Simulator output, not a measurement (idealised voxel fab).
Documented hereafter: the process module known as voxel self aligned contacts.
It is cross-section cut that appears here, measuring 185 nm in width, its square cells being 5 nm in size.
In this document a cross-section is written as a grid of square cells. It is given as a series of bands, listed from the top down, and a band is one or more rows of cells.
Band entry format. Leading values: height of top, height of bottom, nm. Remainder: materials in left-to-right order, each with its width in nm. Special words: "full width" on a single material, which then fills the band edge to edge; "empty", empty space.
Height 0 is the level under which the wafer as received is all one material. The lowest band goes on downwards, as in "z 0 and below".
Width "30..40": first value at the band's top row of cells, second value at its bottom row, equal change from row to row.
Step marked "changes: none"? Then no cell in the cross-section changed in it.
Empty spaces without an open route to the top, at least 8 cells in extent, make up the entry "Entrapped void list"; each is given as width x height at distance, where the distance is measured from the left edge, and all are in nm.
That trailing text on a step's line, after the settings, is the simulator's own remark on the step.
overlay nm, on a step with a mask: how far to the right of its planned place the mask lay; to the left if negative

The planned process steps are enumerated hereunder
1 op RECEIVE | material Si
2 op OXIDIZE | depth nm 5
3 op DIRECTIONAL_DEP | material polySi | thk nm 30
4 op DIRECTIONAL_DEP | material SiN | thk nm 15
5 op PATTERN | tone cover | mask id GATE | material resist | width nm 25 | pitch nm 50 | thk nm 15 | overlay nm 0
6 op DIRECTIONAL_ETCH | etch materials SiN | depth nm 15
7 op DIRECTIONAL_ETCH | etch materials polySi | depth nm 20
8 op STRIP | etch materials resist
9 op CONFORMAL_DEP | material SiN | thk nm 5
10 op DIRECTIONAL_ETCH | etch materials SiN | depth nm 5
11 op FILL_DEP | material SiO2 | thk nm 15
12 op CMP | height nm 50
13 op MASKED_ETCH | tone open | mask id CONTACT | width nm 35 | etch materials SiO2 | depth nm 55 | overlay nm 0
14 op CONFORMAL_DEP | material TiN | thk nm 5
15 op FILL_DEP | material W | thk nm 5
16 op CMP | height nm 50
17 op CONFORMAL_DEP | material SiCN | thk nm 5
varied across the wafers: depth nm of step 7. The plan shows the first wafer's value. All wafers start alike

Here's the first of the wafers in cross-section, just as we got it, i.e. after step 1
* z 0 and below | Si full width
* Entrapped void list: none

Wafer rows, end of module: cells per material gained (+) or lost (-) since receipt; closed voids last
depth nm 20 | -37 Si | +37 SiCN | +58 SiN | +207 SiO2 | +21 TiN | +7 W | +114 polySi | Entrapped void list: none
depth nm 25 | -37 Si | +37 SiCN | +62 SiN | +227 SiO2 | +23 TiN | +8 W | +87 polySi | Entrapped void list: none
depth nm 30 | -37 Si | +37 SiCN | +66 SiN | +244 SiO2 | +27 TiN | +10 W | +60 polySi | Entrapped void list: none
depth nm 35 | -37 Si | +37 SiCN | +66 SiN | +244 SiO2 | +27 TiN | +10 W | +60 polySi | Entrapped void list: none
depth nm 40 | -37 Si | +37 SiCN | +66 SiN | +244 SiO2 | +27 TiN | +10 W | +60 polySi | Entrapped void list: none
depth nm 45 | -37 Si | +37 SiCN | +66 SiN | +244 SiO2 | +27 TiN | +10 W | +60 polySi | Entrapped void list: none
